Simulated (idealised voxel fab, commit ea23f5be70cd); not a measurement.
Process module, titled voxel self aligned vias
The cross-section shown here is cut; it is 185 nm wide and divided into square cells measuring 5 nm on a side.
Cross-section = grid of square cells, listed top down in bands; band = one or more rows.
A band entry consists of two parts. The first gives the height of the band's top and the height of its bottom, in nm. The rest lists the band's materials from left to right, each with its width in nm. A single material labelled with the word "full width" fills the band from edge to edge, and the word "air" marks empty space.
Height datum 0, below which the as-received substrate wafer is one material. Lowest band open at the bottom, running downward: "0 -> down".
Read "30 to 40" as a graded width: first number on top, second number at the bottom, same change between each pair of neighbouring rows.
Take "stayed the same" at face value: in the step it is given for, the cross-section changed in none of its cells.
"Closed cavity list" - sealed voids, min. 8 cells, no opening to top; format: width x height at distance (distance from left edge; nm throughout).
Step line, after settings: the simulator's comment on this step.
"overlay nm", when on a step's line for a step with a mask, measures how far to the right of its planned place the mask lay; a negative measure means to the left.
The following list gives the planned process steps
1,RECEIVE,material Si
2,CONFORMAL_DEP,material SiO2,thk nm 15
3,CONFORMAL_DEP,material SiCN,thk nm 5
4,DIRECTIONAL_DEP,material SiO2,thk nm 20
5,DIRECTIONAL_DEP,material aC,thk nm 15
6,PATTERN,tone open,mask id LINES,material resist,width nm 20,pitch nm 70,thk nm 35,overlay nm 0
7,DIRECTIONAL_ETCH,etch materials aC,depth nm 15
8,STRIP,etch materials resist
9,DIRECTIONAL_ETCH,etch materials SiO2,depth nm 20
10,STRIP,etch materials aC
11,CONFORMAL_DEP,material TiN,thk nm 5
12,FILL_DEP,material W,thk nm 5
13,CMP,height nm 40
14,SELECTIVE_ETCH,etch materials W Ru TiN,depth nm 5
15,FILL_DEP,material SiN,thk nm 5
16,CMP,height nm 40
17,DIRECTIONAL_DEP,material SiO2,thk nm 20
18,DIRECTIONAL_DEP,material aC,thk nm 15
19,PATTERN,tone open,mask id VIAS,material resist,width nm 40,thk nm 30,overlay nm 0
20,DIRECTIONAL_ETCH,etch materials aC,depth nm 15
21,STRIP,etch materials resist
22,DIRECTIONAL_ETCH,etch materials SiO2,depth nm 20
23,DIRECTIONAL_ETCH,etch materials SiN,depth nm 5
24,STRIP,etch materials aC
25,CONFORMAL_DEP,material TiN,thk nm 5
26,FILL_DEP,material Cu,thk nm 5
27,CMP,height nm 60
28,CONFORMAL_DEP,material SiCN,thk nm 5
Account of the first of two wafers, which was processed as intended
Delivered wafer in cross-section: state after step 1
	0 -> down: Si full width
	Closed cavity list: none
after step 2
	15 -> 0: SiO2 full width
	Under 0: no change, same as before.
after step 3
	20 -> 15: SiCN full width
	Under 15: no change, same as before.
after step 4
	40 -> 20: SiO2 full width
	Under 20: no change, same as before.
after step 5
	55 -> 40: aC full width
	Under 40: no change, same as before.
after step 6
	90 -> 55: 45 nm resist; 20 nm air; 50 nm resist; 20 nm air; 50 nm resist
	Under 55: no change, same as before.
after step 7
	75 -> 55: 45 nm resist; 20 nm air; 50 nm resist; 20 nm air; 50 nm resist
	55 -> 40: 45 nm aC; 20 nm air; 50 nm aC; 20 nm air; 50 nm aC
	Under 40: no change, same as before.
after step 8
	55 -> 40: 45 nm aC; 20 nm air; 50 nm aC; 20 nm air; 50 nm aC
	Under 40: no change, same as before.
after step 9
	55 -> 40: 45 nm aC; 20 nm air; 50 nm aC; 20 nm air; 50 nm aC
	40 -> 20: 45 nm SiO2; 20 nm air; 50 nm SiO2; 20 nm air; 50 nm SiO2
	Under 20: no change, same as before.
after step 10
	40 -> 20: 45 nm SiO2; 20 nm air; 50 nm SiO2; 20 nm air; 50 nm SiO2
	Under 20: no change, same as before.
after step 11
	45 -> 40: 50 nm TiN; 10 nm air; 60 nm TiN; 10 nm air; 55 nm TiN
	40 -> 25: 45 nm SiO2; 5 nm TiN; 10 nm air; 5 nm TiN; 50 nm SiO2; 5 nm TiN; 10 nm air; 5 nm TiN; 50 nm SiO2
	25 -> 20: 45 nm SiO2; 20 nm TiN; 50 nm SiO2; 20 nm TiN; 50 nm SiO2
	Under 20: no change, same as before.
after step 12
	50 -> 45: W full width
	45 -> 40: 50 nm TiN; 10 nm W; 60 nm TiN; 10 nm W; 55 nm TiN
	40 -> 25: 45 nm SiO2; 5 nm TiN; 10 nm W; 5 nm TiN; 50 nm SiO2; 5 nm TiN; 10 nm W; 5 nm TiN; 50 nm SiO2
	Under 25: no change, same as before.
after step 13
	40 -> 25: 45 nm SiO2; 5 nm TiN; 10 nm W; 5 nm TiN; 50 nm SiO2; 5 nm TiN; 10 nm W; 5 nm TiN; 50 nm SiO2
	Under 25: no change, same as before.
after step 14
	40 -> 35: 45 nm SiO2; 20 nm air; 50 nm SiO2; 20 nm air; 50 nm SiO2
	Under 35: no change, same as before.
after step 15
	45 -> 40: SiN full width
	40 -> 35: 45 nm SiO2; 20 nm SiN; 50 nm SiO2; 20 nm SiN; 50 nm SiO2
	Under 35: no change, same as before.
after step 16
	40 -> 35: 45 nm SiO2; 20 nm SiN; 50 nm SiO2; 20 nm SiN; 50 nm SiO2
	Under 35: no change, same as before.
after step 17
	60 -> 40: SiO2 full width
	Under 40: no change, same as before.
after step 18
	75 -> 60: aC full width
	Under 60: no change, same as before.
after step 19
	105 -> 75: 35 nm resist; 40 nm air; 110 nm resist
	Under 75: no change, same as before.
after step 20
	90 -> 75: 35 nm resist; 40 nm air; 110 nm resist
	75 -> 60: 35 nm aC; 40 nm air; 110 nm aC
	Under 60: no change, same as before.
after step 21
	75 -> 60: 35 nm aC; 40 nm air; 110 nm aC
	Under 60: no change, same as before.
after step 22
	75 -> 60: 35 nm aC; 40 nm air; 110 nm aC
	60 -> 40: 35 nm SiO2; 40 nm air; 110 nm SiO2
	Under 40: no change, same as before.
after step 23
	75 -> 60: 35 nm aC; 40 nm air; 110 nm aC
	60 -> 40: 35 nm SiO2; 40 nm air; 110 nm SiO2
	40 -> 35: 45 nm SiO2; 20 nm air; 50 nm SiO2; 20 nm SiN; 50 nm SiO2
	Under 35: no change, same as before.
after step 24
	60 -> 40: 35 nm SiO2; 40 nm air; 110 nm SiO2
	Under 40: no change, same as before.
after step 25
	65 -> 60: 40 nm TiN; 30 nm air; 115 nm TiN
	60 -> 45: 35 nm SiO2; 5 nm TiN; 30 nm air; 5 nm TiN; 110 nm SiO2
	45 -> 40: 35 nm SiO2; 15 nm TiN; 10 nm air; 15 nm TiN; 110 nm SiO2
	40 -> 35: 45 nm SiO2; 20 nm TiN; 50 nm SiO2; 20 nm SiN; 50 nm SiO2
	Under 35: no change, same as before.
after step 26
	70 -> 65: Cu full width
	65 -> 60: 40 nm TiN; 30 nm Cu; 115 nm TiN
	60 -> 45: 35 nm SiO2; 5 nm TiN; 30 nm Cu; 5 nm TiN; 110 nm SiO2
	45 -> 40: 35 nm SiO2; 15 nm TiN; 10 nm Cu; 15 nm TiN; 110 nm SiO2
	Under 40: no change, same as before.
after step 27
	60 -> 45: 35 nm SiO2; 5 nm TiN; 30 nm Cu; 5 nm TiN; 110 nm SiO2
	Under 45: no change, same as before.
after step 28
	65 -> 60: SiCN full width
	Under 60: no change, same as before.
Wafer two: like wafer one in start and plan, but with one mistake in execution; identical up to and including step 2
when step 3 should have ended: stayed the same
when step 4 should have ended
	35 -> 0: SiO2 full width
	Under 0: no change, same as before.
when step 5 should have ended
	50 -> 35: aC full width
	Under 35: no change, same as before.
when step 6 should have ended
	85 -> 50: 45 nm resist; 20 nm air; 50 nm resist; 20 nm air; 50 nm resist
	Under 50: no change, same as before.
when step 7 should have ended
	70 -> 50: 45 nm resist; 20 nm air; 50 nm resist; 20 nm air; 50 nm resist
	50 -> 35: 45 nm aC; 20 nm air; 50 nm aC; 20 nm air; 50 nm aC
	Under 35: no change, same as before.
when step 8 should have ended
	50 -> 35: 45 nm aC; 20 nm air; 50 nm aC; 20 nm air; 50 nm aC
	Under 35: no change, same as before.
when step 9 should have ended
	50 -> 35: 45 nm aC; 20 nm air; 50 nm aC; 20 nm air; 50 nm aC
	35 -> 15: 45 nm SiO2; 20 nm air; 50 nm SiO2; 20 nm air; 50 nm SiO2
	Under 15: no change, same as before.
when step 10 should have ended
	35 -> 15: 45 nm SiO2; 20 nm air; 50 nm SiO2; 20 nm air; 50 nm SiO2
	Under 15: no change, same as before.
when step 11 should have ended
	40 -> 35: 50 nm TiN; 10 nm air; 60 nm TiN; 10 nm air; 55 nm TiN
	35 -> 20: 45 nm SiO2; 5 nm TiN; 10 nm air; 5 nm TiN; 50 nm SiO2; 5 nm TiN; 10 nm air; 5 nm TiN; 50 nm SiO2
	20 -> 15: 45 nm SiO2; 20 nm TiN; 50 nm SiO2; 20 nm TiN; 50 nm SiO2
	Under 15: no change, same as before.
when step 12 should have ended
	45 -> 40: W full width
	40 -> 35: 50 nm TiN; 10 nm W; 60 nm TiN; 10 nm W; 55 nm TiN
	35 -> 20: 45 nm SiO2; 5 nm TiN; 10 nm W; 5 nm TiN; 50 nm SiO2; 5 nm TiN; 10 nm W; 5 nm TiN; 50 nm SiO2
	Under 20: no change, same as before.
when step 13 should have ended
	40 -> 35: 50 nm TiN; 10 nm W; 60 nm TiN; 10 nm W; 55 nm TiN
	Under 35: no change, same as before.
when step 14 should have ended
	35 -> 20: 45 nm SiO2; 5 nm TiN; 10 nm W; 5 nm TiN; 50 nm SiO2; 5 nm TiN; 10 nm W; 5 nm TiN; 50 nm SiO2
	Under 20: no change, same as before.
when step 15 should have ended
	40 -> 35: SiN full width
	Under 35: no change, same as before.
when step 16 should have ended: stayed the same
when step 17 should have ended
	60 -> 40: SiO2 full width
	Under 40: no change, same as before.
when step 18 should have ended
	75 -> 60: aC full width
	Under 60: no change, same as before.
when step 19 should have ended
	105 -> 75: 35 nm resist; 40 nm air; 110 nm resist
	Under 75: no change, same as before.
when step 20 should have ended
	90 -> 75: 35 nm resist; 40 nm air; 110 nm resist
	75 -> 60: 35 nm aC; 40 nm air; 110 nm aC
	Under 60: no change, same as before.
when step 21 should have ended
	75 -> 60: 35 nm aC; 40 nm air; 110 nm aC
	Under 60: no change, same as before.
when step 22 should have ended
	75 -> 60: 35 nm aC; 40 nm air; 110 nm aC
	60 -> 40: 35 nm SiO2; 40 nm air; 110 nm SiO2
	Under 40: no change, same as before.
when step 23 should have ended
	75 -> 60: 35 nm aC; 40 nm air; 110 nm aC
	60 -> 40: 35 nm SiO2; 40 nm air; 110 nm SiO2
	40 -> 35: 35 nm SiN; 40 nm air; 110 nm SiN
	Under 35: no change, same as before.
when step 24 should have ended
	60 -> 40: 35 nm SiO2; 40 nm air; 110 nm SiO2
	Under 40: no change, same as before.
when step 25 should have ended
	65 -> 60: 40 nm TiN; 30 nm air; 115 nm TiN
	60 -> 40: 35 nm SiO2; 5 nm TiN; 30 nm air; 5 nm TiN; 110 nm SiO2
	40 -> 35: 35 nm SiN; 40 nm TiN; 110 nm SiN
	Under 35: no change, same as before.
when step 26 should have ended
	70 -> 65: Cu full width
	65 -> 60: 40 nm TiN; 30 nm Cu; 115 nm TiN
	60 -> 40: 35 nm SiO2; 5 nm TiN; 30 nm Cu; 5 nm TiN; 110 nm SiO2
	Under 40: no change, same as before.
when step 27 should have ended
	60 -> 40: 35 nm SiO2; 5 nm TiN; 30 nm Cu; 5 nm TiN; 110 nm SiO2
	Under 40: no change, same as before.
when step 28 should have ended
	65 -> 60: SiCN full width
	Under 60: no change, same as before.
So what did we get wrong on this run? the run left out plan step 3 entirely, so it was never executed
at the end the second wafer has, in cells: 4 more of Cu, 37 fewer of SiCN, 25 more of SiN, 4 more of TiN, 4 more of W
